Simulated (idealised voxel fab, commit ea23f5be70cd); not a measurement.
Process module in this document: voxel double patterning
Square cell edge 5 nm, section width 215 nm, ID cut.
This document writes a cross-section as a grid whose cells are square, and gives it as bands, listed from the top down; one or more rows of cells form a band. The band entry comprises the height of the band's top followed by the height of its bottom, expressed in nm, and subsequently the band's materials from left to right, each stated together with its width in nm. Where a single material is marked with the word "throughout", that material fills the band from edge to edge. The word "air" represents empty space. Heads up on the height convention: 0 is the point under which the incoming wafer is all one material, and the lowest band has no bottom, it just keeps going down, like "z 0 and below". Width spec "30->40" -> top row of cells at first value, bottom row at second value, equal per-row change in between. "identical to before", as given for a step, is the statement that not any cell of the cross-section underwent a change during that step. Entry "Completely sealed voids". Content: empty spaces with no open connection to the top, size 8 cells or greater. Each: width x height at distance. Distance: from left edge. Unit: nm. On a step's line, text after the settings is the simulator commenting on that step. "overlay nm" on a masked step: distance the mask lay right of its planned place, negative for left.
[So here's the lineup of process steps we planned]
1. RECEIVE with material Si
2. CONFORMAL_DEP with material SiO2, thk nm 10
3. DIRECTIONAL_DEP with material polySi, thk nm 10
4. DIRECTIONAL_DEP with material SiCN, thk nm 5
5. PATTERN with tone open, mask id FIRST, material resist, width nm 15, pitch nm 50, thk nm 15, overlay nm 0
6. DIRECTIONAL_ETCH with etch materials SiCN, depth nm 5
7. STRIP with etch materials resist
8. PATTERN with tone open, mask id SECOND, material resist, width nm 15, thk nm 20, overlay nm 0
9. DIRECTIONAL_ETCH with etch materials SiCN, depth nm 5
10. STRIP with etch materials resist
11. DIRECTIONAL_ETCH with etch materials polySi, depth nm 10
12. STRIP with etch materials SiCN
[As received (post step 1): cross-section]
  z 0 and below: Si throughout
  Completely sealed voids: none
[Cross-section: first of two wafers, module finished, run according to plan]
  z 20 to 10: 75 of polySi; 15 of air; 10 of polySi; 15 of air; 10 of polySi; 15 of air; 75 of polySi
  z 10 to 0: SiO2 throughout
  z 0 and below: Si throughout
  Completely sealed voids: none
[Cross-section, second wafer: same start as the first, same plan as the first, one mistake in running it; taken at the end of the module]
  z 20 to 10: 70 of polySi; 25 of air; 5 of polySi; 15 of air; 5 of polySi; 25 of air; 70 of polySi
  z 10 to 0: SiO2 throughout
  z 0 and below: Si throughout
  Completely sealed voids: none
Nonconformance to the process plan: step 5 was not run as planned; what actually ran was PATTERN with tone open, mask id FIRST, material resist, width nm 25, pitch nm 50, thk nm 15, overlay nm 0
Wafer comparison, final, in cells, second relative to first, materials more or fewer: polySi: 8 fewer
